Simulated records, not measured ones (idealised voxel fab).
This is a process module. Its name is voxel wiring stack.
The width of the displayed cross-section, cut, is 210 nm; its cells are square, with a size of 5 nm.
In this document a cross-section is written as a grid of square cells. It is given as a series of bands, listed from the top down, and a band is one or more rows of cells. Read a band's entry like this: the first values are the height of its top and the height of its bottom in nm, and what follows is the sequence of materials from left to right, each with its width in nm. Note that "blank" is empty space, and that a single material marked "all across" reaches across the band from edge to edge. The level at which height equals 0 is the one under which the wafer, as it arrives, is entirely one material. No lower edge exists for the bottom band, which continues downward and is notated as in "from 0 down". Width spec "30->40" -> top row of cells at first value, bottom row at second value, equal per-row change in between. You'll sometimes find "no change occurred" written for a step, and that's the way of saying that nowhere in the cross-section did a cell change during that step. "Entrapped voids" means: voids of 8 cells or more that are shut off from the top with no open way through. Written width x height at distance, distance from the left edge, in nm. The remark found on a step's line after its settings is issued by the simulator itself and pertains to that step. The "overlay nm" setting may appear on a step's line; for a step that uses a mask, it gives how far to the right of its planned position the mask lay, and a negative value indicates the left.
### Steps planned for the process
1. RECEIVE with material Si
2. CONFORMAL_DEP with material SiO2, thk nm 10
3. CONFORMAL_DEP with material SiCN, thk nm 5
4. DIRECTIONAL_DEP with material SiO2, thk nm 25
5. PATTERN with tone open, mask id METAL_1, material resist, width nm 30, pitch nm 60, thk nm 20, overlay nm 0
6. DIRECTIONAL_ETCH with etch materials SiO2, depth nm 25
7. DIRECTIONAL_ETCH with etch materials SiCN, depth nm 5
8. STRIP with etch materials resist
9. CONFORMAL_DEP with material TiN, thk nm 5
10. FILL_DEP with material Cu, thk nm 5
11. CMP with height nm 40
12. CONFORMAL_DEP with material SiCN, thk nm 5
13. DIRECTIONAL_DEP with material lowk, thk nm 25
14. PATTERN with tone open, mask id METAL_2_HOLES, material resist, width nm 15, pitch nm 60, thk nm 20, overlay nm 0
15. DIRECTIONAL_ETCH with etch materials lowk, depth nm 25
16. STRIP with etch materials resist
17. PATTERN with tone open, mask id METAL_2, material resist, width nm 30, pitch nm 60, thk nm 20, overlay nm 0
18. DIRECTIONAL_ETCH with etch materials lowk, depth nm 15
19. DIRECTIONAL_ETCH with etch materials SiCN, depth nm 5
20. STRIP with etch materials resist
21. CONFORMAL_DEP with material TiN, thk nm 5
22. FILL_DEP with material Ru, thk nm 10
23. CMP with height nm 70
24. CONFORMAL_DEP with material SiCN, thk nm 5
25. DIRECTIONAL_DEP with material SiO2, thk nm 15
26. PATTERN with tone open, mask id PLUG_2, material resist, width nm 15, thk nm 15, overlay nm 0
27. DIRECTIONAL_ETCH with etch materials SiO2, depth nm 15
28. DIRECTIONAL_ETCH with etch materials SiCN, depth nm 5
29. STRIP with etch materials resist
30. EPI with material Ru, thk nm 10
31. EPI with material Ru, thk nm 10
32. DIRECTIONAL_DEP with material TiN, thk nm 5
33. DIRECTIONAL_DEP with material Ru, thk nm 20
34. PATTERN with tone cover, mask id METAL_3, material resist, width nm 30, pitch nm 60, thk nm 20, overlay nm 0
35. DIRECTIONAL_ETCH with etch materials Ru, depth nm 20
36. DIRECTIONAL_ETCH with etch materials TiN, depth nm 5
37. STRIP with etch materials resist
38. CONFORMAL_DEP with material SiCN, thk nm 5
39. FILL_DEP with material SiO2, thk nm 10
40. CMP with height nm 115
41. CONFORMAL_DEP with material SiCN, thk nm 5
42. DIRECTIONAL_DEP with material SiO2, thk nm 30
43. PATTERN with tone open, mask id METAL_4_HOLES, material resist, width nm 15, pitch nm 60, thk nm 15, overlay nm 0
44. DIRECTIONAL_ETCH with etch materials SiO2, depth nm 30
45. STRIP with etch materials resist
46. MASKED_ETCH with tone open, mask id METAL_4, width nm 30, pitch nm 60, etch materials SiO2, depth nm 15, overlay nm 0
47. MASKED_ETCH with tone open, mask id METAL_4, width nm 30, pitch nm 60, etch materials SiCN, depth nm 5, overlay nm 0
48. CONFORMAL_DEP with material TiN, thk nm 5
49. FILL_DEP with material Cu, thk nm 10
50. CMP with height nm 150
51. CONFORMAL_DEP with material SiCN, thk nm 5
Don't read the plan's width nm for step 14 as applying to every wafer: that's the first wafer's value, and the wafers differ in it, though they all start identical.
### Incoming state of the first of several wafers in cross-section: after step 1
  from 0 down = Si all across
  Entrapped voids: none
### Rows = wafers. At module end, each row lists per material the cells gained (+) or lost (-) since the wafer was received, then the closed voids
width nm 15, +64 Cu, +82 Ru, +229 SiCN, +653 SiO2, +112 TiN, +162 lowk, Entrapped voids: none
width nm 20, +64 Cu, +88 Ru, +227 SiCN, +653 SiO2, +112 TiN, +158 lowk, Entrapped voids: none
width nm 25, +64 Cu, +96 Ru, +227 SiCN, +653 SiO2, +114 TiN, +148 lowk, Entrapped voids: none
width nm 30, +64 Cu, +102 Ru, +225 SiCN, +653 SiO2, +114 TiN, +144 lowk, Entrapped voids: none
